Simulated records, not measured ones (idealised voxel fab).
Title: Process Module voxel transistor to metal
In the cross-section labelled cut, the width is 165 nm and each square cell is 5 nm.
A cross-section is a grid of square cells, given in bands from the top down. A band is one or more rows of cells.
For a band, the entry starts with two heights in nm, that of the top and then that of the bottom, and carries on with the band's materials in order from left to right, each alongside its width in nm; the word "all across" beside a single material means it fills the band edge to edge, and "blank" means empty space.
Height is counted from the level 0, under which the received wafer is composed throughout of one material. The lowest of the bands is not closed at the bottom but continues downward, in the notation "z 0 and below".
A two-number width, for instance "30 to 40", indicates that the width is equal to the first number in the top row of the band and to the second number in the bottom row, and that it changes by a constant amount per row of cells.
Key: "no alteration" - step with no changed cell in the cross-section.
This entry, "Completely sealed voids", enumerates those empty regions of no fewer than 8 cells that possess no open connection to the top. Each region is reported in the form width x height at distance, the distance being taken from the left edge, with all three quantities expressed in nm.
Formally, on a step line, whatever follows the settings is a remark that the simulator itself makes on the step.
overlay nm: where the mask lay relative to plan, measured to the right, on steps with a mask; negatives go left.

So here's the lineup of process steps we planned:
1,RECEIVE [material Si]
2,CONFORMAL_DEP [material SiO2] [thk nm 5]
3,CONFORMAL_DEP [material SiN] [thk nm 10]
4,DIRECTIONAL_DEP [material aC] [thk nm 15]
5,PATTERN [tone cover] [mask id ACTIVE] [material resist] [width nm 105] [thk nm 30] [overlay nm 0]
6,DIRECTIONAL_ETCH [etch materials aC] [depth nm 15]
7,STRIP [etch materials resist]
8,DIRECTIONAL_ETCH [etch materials SiN] [depth nm 10]
9,DIRECTIONAL_ETCH [etch materials SiO2] [depth nm 5]
10,DIRECTIONAL_ETCH [etch materials Si] [depth nm 35]
11,STRIP [etch materials aC]
12,FILL_DEP [material SiO2] [thk nm 10]
13,CMP [height nm 15]
14,SELECTIVE_ETCH [etch materials SiO2] [depth nm 5]
15,STRIP [etch materials SiN]
16,SELECTIVE_ETCH [etch materials SiO2] [depth nm 5]
17,OXIDIZE [depth nm 5]
18,DIRECTIONAL_DEP [material polySi] [thk nm 30]
19,DIRECTIONAL_DEP [material SiCN] [thk nm 10]
20,PATTERN [tone cover] [mask id GATE] [material resist] [width nm 25] [thk nm 20] [overlay nm 0]
21,DIRECTIONAL_ETCH [etch materials SiCN] [depth nm 20]
22,DIRECTIONAL_ETCH [etch materials polySi] [depth nm 40]
23,STRIP [etch materials resist]
24,CONFORMAL_DEP [material SiN] [thk nm 10]
25,DIRECTIONAL_ETCH [etch materials SiN] [depth nm 10]
26,DIRECTIONAL_ETCH [etch materials SiO2] [depth nm 5]
27,DIRECTIONAL_ETCH [etch materials Si] [depth nm 5]
28,EPI [material pSi] [thk nm 5]
29,FILL_DEP [material SiO2] [thk nm 10]
30,CMP [height nm 40]
31,DIRECTIONAL_DEP [material SiO2] [thk nm 15]
32,PATTERN [tone open] [mask id CONTACT] [material resist] [width nm 30] [pitch nm 65] [thk nm 20] [overlay nm 0]
33,DIRECTIONAL_ETCH [etch materials SiO2] [depth nm 60]
34,STRIP [etch materials resist]
35,CONFORMAL_DEP [material TiN] [thk nm 5]
36,FILL_DEP [material Ru] [thk nm 5]
37,CMP [height nm 55]
38,DIRECTIONAL_DEP [material TiN] [thk nm 5]
39,DIRECTIONAL_DEP [material Ru] [thk nm 20]
40,PATTERN [tone cover] [mask id METAL_1] [material resist] [width nm 15] [pitch nm 80] [thk nm 20] [overlay nm 0]
41,DIRECTIONAL_ETCH [etch materials Ru] [depth nm 20]
42,DIRECTIONAL_ETCH [etch materials TiN] [depth nm 5]
43,STRIP [etch materials resist]
44,CONFORMAL_DEP [material SiN] [thk nm 5]
45,FILL_DEP [material lowk] [thk nm 10]
46,CMP [height nm 80]
47,CONFORMAL_DEP [material SiN] [thk nm 5]

as received, after step 1:
> z 0 and below  Si all across
> Completely sealed voids: none

Here's the cross-section of the first of our two wafers at the end of the module - it ran as planned:
> z 85 to 80  SiN all across
> z 80 to 60  lowk: 30  SiN: 5  Ru: 15  SiN: 5  lowk: 55  SiN: 5  Ru: 15  SiN: 5  lowk: 30
> z 60 to 55  SiN: 35  TiN: 15  SiN: 65  TiN: 15  SiN: 35
> z 55 to 45  SiO2: 35  TiN: 5  Ru: 20  TiN: 5  SiO2: 35  TiN: 5  Ru: 20  TiN: 5  SiO2: 35
> z 45 to 40  SiO2: 35  TiN: 5  Ru: 15  TiN: 10  SiO2: 35  TiN: 10  Ru: 15  TiN: 5  SiO2: 35
> z 40 to 30  SiO2: 35  TiN: 5  Ru: 15  TiN: 5  SiN: 10  SiCN: 25  SiN: 10  TiN: 5  Ru: 15  TiN: 5  SiO2: 35
> z 30 to 5  SiO2: 35  TiN: 5  Ru: 15  TiN: 5  SiN: 10  polySi: 25  SiN: 10  TiN: 5  Ru: 15  TiN: 5  SiO2: 35
> z 5 to 0  SiO2: 25  SiN: 10  TiN: 10  Ru: 5  TiN: 10  SiN: 10  polySi: 25  SiN: 10  TiN: 10  Ru: 5  TiN: 10  SiN: 10  SiO2: 25
> z 0 to -5  SiO2: 35  pSi: 5  TiN: 15  pSi: 5  SiO2: 45  pSi: 5  TiN: 15  pSi: 5  SiO2: 35
> z -5 to -10  SiO2: 30  Si: 5  pSi: 25  Si: 45  pSi: 25  Si: 5  SiO2: 30
> z -10 to -35  SiO2: 30  Si: 105  SiO2: 30
> z -35 and below  Si all across
> Completely sealed voids: none

Cross-sectional view: second of two wafers, end of module; start and plan identical to the first, one mistake in running:
> z 85 to 80  SiN all across
> z 80 to 75  lowk: 30  SiN: 25  lowk: 55  SiN: 25  lowk: 30
> z 75 to 55  lowk: 30  SiN: 5  Ru: 15  SiN: 5  lowk: 55  SiN: 5  Ru: 15  SiN: 5  lowk: 30
> z 55 to 50  SiN: 35  TiN: 15  SiN: 65  TiN: 15  SiN: 35
> z 50 to 40  SiO2: 35  TiN: 5  Ru: 20 to 15  TiN: 5 to 10  SiO2: 35  TiN: 5 to 10  Ru: 20 to 15  TiN: 5  SiO2: 35
> z 40 to 30  SiO2: 35  TiN: 5  Ru: 15  TiN: 5  SiN: 10  SiCN: 25  SiN: 10  TiN: 5  Ru: 15  TiN: 5  SiO2: 35
> z 30 to 5  SiO2: 35  TiN: 5  Ru: 15  TiN: 5  SiN: 10  polySi: 25  SiN: 10  TiN: 5  Ru: 15  TiN: 5  SiO2: 35
> z 5 to 0  SiO2: 25  SiN: 10  TiN: 10  Ru: 5  TiN: 10  SiN: 10  polySi: 25  SiN: 10  TiN: 10  Ru: 5  TiN: 10  SiN: 10  SiO2: 25
> z 0 to -5  SiO2: 35  pSi: 5  TiN: 15  pSi: 5  SiO2: 45  pSi: 5  TiN: 15  pSi: 5  SiO2: 35
> z -5 to -10  SiO2: 30  Si: 5  pSi: 25  Si: 45  pSi: 25  Si: 5  SiO2: 30
> z -10 to -35  SiO2: 30  Si: 105  SiO2: 30
> z -35 and below  Si all across
> Completely sealed voids: none
It is concluded that the wafer was processed incorrectly with respect to the plan, in that step 37, actual vs plan mismatch, actual run CMP [height nm 50]
Looking at both finished wafers in cells, the second ends up ahead of or behind the first on some materials: Ru: 8 fewer, SiN: 10 more, SiO2: 21 fewer, TiN: 4 fewer, lowk: 23 more
